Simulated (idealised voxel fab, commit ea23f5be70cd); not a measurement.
Process module name: voxel trench capacitor
Displayed cross-section: cut, width of 270 nm, square cells sized 5 nm.
This document writes a cross-section as a grid whose cells are square, and gives it as bands, listed from the top down; one or more rows of cells form a band. Basically the band line says how high the top is and how high the bottom is, in nm, and then what's in it from left to right, every material with its width in nm. Empty space shows up as "blank", and if a single material carries "throughout" it runs the full band edge to edge. It should be noted that heights are counted from 0, beneath which the wafer as supplied is of one material throughout, and that the lowest band possesses no lower boundary but continues downward, as written in "top 0, no bottom". A two-number width, for instance "30->40", indicates that the width is equal to the first number in the top row of the band and to the second number in the bottom row, and that it changes by a constant amount per row of cells. Step marked "no modifications"? Then no cell in the cross-section changed in it. What "Closed voids list" gives you is every empty space of 8 cells or more that is cut off from the top. Each appears as width x height at distance, with the distance taken from the left edge and width, height and distance all in nm. The remark found on a step's line after its settings is issued by the simulator itself and pertains to that step. overlay nm: how far to the right of its planned place the mask lay on this masked step (negative: to the left).

STEPS IN THE PROCESS PLAN
1 op RECEIVE | material Si
2 op CONFORMAL_DEP | material SiN | thk nm 5
3 op DIRECTIONAL_DEP | material aC | thk nm 15
4 op PATTERN | tone open | mask id TRENCH | material resist | width nm 15 | pitch nm 30 | thk nm 35 | overlay nm 0
5 op DIRECTIONAL_ETCH | etch materials aC | depth nm 15
6 op STRIP | etch materials resist
7 op DIRECTIONAL_ETCH | etch materials SiN | depth nm 5
8 op DIRECTIONAL_ETCH | etch materials Si | depth nm 35
9 op STRIP | etch materials aC
10 op CONFORMAL_DEP | material SiO2 | thk nm 5
11 op FILL_DEP | material polySi | thk nm 10
12 op CMP | height nm 5

CROSS-SECTION OF THE WAFER AT RECEIPT, WHICH IS THE CONDITION AFTER STEP 1
	top 0, no bottom = Si throughout
	Closed voids list: none

RUN AS PLANNED - FIRST OF THE TWO WAFERS CROSS-SECTIONED AT THE END OF THE MODULE
	top 5, bottom 0 = SiN (95) / SiO2 (5) / polySi (5) / SiO2 (5) / SiN (15) / SiO2 (5) / polySi (5) / SiO2 (5) / SiN (15) / SiO2 (5) / polySi (5) / SiO2 (5) / SiN (100)
	top 0, bottom -30 = Si (95) / SiO2 (5) / polySi (5) / SiO2 (5) / Si (15) / SiO2 (5) / polySi (5) / SiO2 (5) / Si (15) / SiO2 (5) / polySi (5) / SiO2 (5) / Si (100)
	top -30, bottom -35 = Si (95) / SiO2 (15) / Si (15) / SiO2 (15) / Si (15) / SiO2 (15) / Si (100)
	top -35, no bottom = Si throughout
	Closed voids list: none

SECOND OF TWO WAFERS, MODULE COMPLETE, SECTIONED: IT SHARES THE FIRST WAFER'S START AND PLAN BUT WAS RUN WITH ONE MISTAKE
	top 5, bottom 0 = SiN (105) / SiO2 (5) / polySi (5) / SiO2 (5) / SiN (15) / SiO2 (5) / polySi (5) / SiO2 (5) / SiN (15) / SiO2 (5) / polySi (5) / SiO2 (5) / SiN (90)
	top 0, bottom -30 = Si (105) / SiO2 (5) / polySi (5) / SiO2 (5) / Si (15) / SiO2 (5) / polySi (5) / SiO2 (5) / Si (15) / SiO2 (5) / polySi (5) / SiO2 (5) / Si (90)
	top -30, bottom -35 = Si (105) / SiO2 (15) / Si (15) / SiO2 (15) / Si (15) / SiO2 (15) / Si (90)
	top -35, no bottom = Si throughout
	Closed voids list: none
In executing the process, a mistake was made relative to the plan: step 4 ran with different settings than intended, the actual operation and settings being op PATTERN | tone open | mask id TRENCH | material resist | width nm 15 | pitch nm 30 | thk nm 35 | overlay nm 10
If you tally the cells, the second wafer ends up with the same amount of every material as the first; it's all just sitting in different places.
